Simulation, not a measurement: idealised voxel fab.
Process module in this document: voxel ribs on slabs
Each square cell in cross-section cut measures 5 nm, and the section as a whole is 180 nm wide.
Cross-section = grid of square cells, listed top down in bands; band = one or more rows.
Heights first: top, then bottom, in nm. Then materials, left to right, each with a width in nm. "full width" on a single material: fills the band edge to edge. "air": empty space.
Height 0 is the level under which the wafer as received is all one material. The lowest band goes on downwards, as in "top 0, no bottom".
A two-number width, for instance "30..40", indicates that the width is equal to the first number in the top row of the band and to the second number in the bottom row, and that it changes by a constant amount per row of cells.
Take "everything unchanged" at face value: in the step it is given for, the cross-section changed in none of its cells.
In the "Sealed void listing" entry, you get each enclosed empty space of 8 cells or more, one with no open way to the top, written width x height at distance, distance from the left edge, in nm.
Anything after a step's settings on that line? It's the simulator's own note about the step.
overlay nm: mask right of planned place by this much (step with mask). Neg. = left.
-- Steps in the process plan
1 RECEIVE: material Si
2 DIRECTIONAL_DEP: material SiO2, thk nm 25
3 DIRECTIONAL_DEP: material polySi, thk nm 15
4 MASKED_ETCH: tone cover, mask id RIB, width nm 20, etch materials polySi, depth nm 10, overlay nm 0
5 PATTERN: tone cover, mask id SLAB, material resist, width nm 80, thk nm 15, overlay nm 0
6 DIRECTIONAL_ETCH: etch materials polySi, depth nm 5
7 STRIP: etch materials resist
8 FILL_DEP: material SiO2, thk nm 20
9 CMP: height nm 50
10 DIRECTIONAL_DEP: material W, thk nm 5
11 PATTERN: tone cover, mask id HEATER, material resist, width nm 30, thk nm 20, overlay nm 0
12 DIRECTIONAL_ETCH: etch materials W, depth nm 5
13 STRIP: etch materials resist
14 CONFORMAL_DEP: material SiN, thk nm 10
-- So, the first of our two wafers, run just as we planned it
-- The cross-section here shows the wafer as received, i.e. in its state after step 1
    top 0, no bottom | Si full width
    Sealed void listing: none
-- The wafer, seen in cross-section, after step 2
    top 25, bottom 0 | SiO2 full width
    Under 0: no change, same as before.
-- The wafer, seen in cross-section, after step 3
    top 40, bottom 25 | polySi full width
    Under 25: no change, same as before.
-- The wafer, seen in cross-section, after step 4
    top 40, bottom 30 | 80 nm air  20 nm polySi  80 nm air
    Under 30: no change, same as before.
-- The wafer, seen in cross-section, after step 5
    top 55, bottom 40 | 50 nm air  80 nm resist  50 nm air
    top 40, bottom 30 | 50 nm air  30 nm resist  20 nm polySi  30 nm resist  50 nm air
    Under 30: no change, same as before.
-- The wafer, seen in cross-section, after step 6
    top 55, bottom 40 | 50 nm air  80 nm resist  50 nm air
    top 40, bottom 30 | 50 nm air  30 nm resist  20 nm polySi  30 nm resist  50 nm air
    top 30, bottom 25 | 50 nm air  80 nm polySi  50 nm air
    Under 25: no change, same as before.
-- The wafer, seen in cross-section, after step 7
    top 40, bottom 30 | 80 nm air  20 nm polySi  80 nm air
    Under 30: no change, same as before.
-- The wafer, seen in cross-section, after step 8
    top 60, bottom 40 | SiO2 full width
    top 40, bottom 30 | 80 nm SiO2  20 nm polySi  80 nm SiO2
    top 30, bottom 25 | 50 nm SiO2  80 nm polySi  50 nm SiO2
    Under 25: no change, same as before.
-- The wafer, seen in cross-section, after step 9
    top 50, bottom 40 | SiO2 full width
    Under 40: no change, same as before.
-- The wafer, seen in cross-section, after step 10
    top 55, bottom 50 | W full width
    Under 50: no change, same as before.
-- The wafer, seen in cross-section, after step 11
    top 75, bottom 55 | 75 nm air  30 nm resist  75 nm air
    Under 55: no change, same as before.
-- The wafer, seen in cross-section, after step 12
    top 75, bottom 55 | 75 nm air  30 nm resist  75 nm air
    top 55, bottom 50 | 75 nm air  30 nm W  75 nm air
    Under 50: no change, same as before.
-- The wafer, seen in cross-section, after step 13
    top 55, bottom 50 | 75 nm air  30 nm W  75 nm air
    Under 50: no change, same as before.
-- The wafer, seen in cross-section, after step 14
    top 65, bottom 60 | 65 nm air  50 nm SiN  65 nm air
    top 60, bottom 55 | SiN full width
    top 55, bottom 50 | 75 nm SiN  30 nm W  75 nm SiN
    Under 50: no change, same as before.
-- Second wafer, same starting state and plan as the first, one mistake in the run, identical through step 13
Second wafer at the planned finish of step 14, seen in cross-section: everything unchanged
What was the processing mistake? step 14 of the plan was bypassed and not carried out
Cell-count delta at end, second wafer over first, by material: SiN: 76 fewer
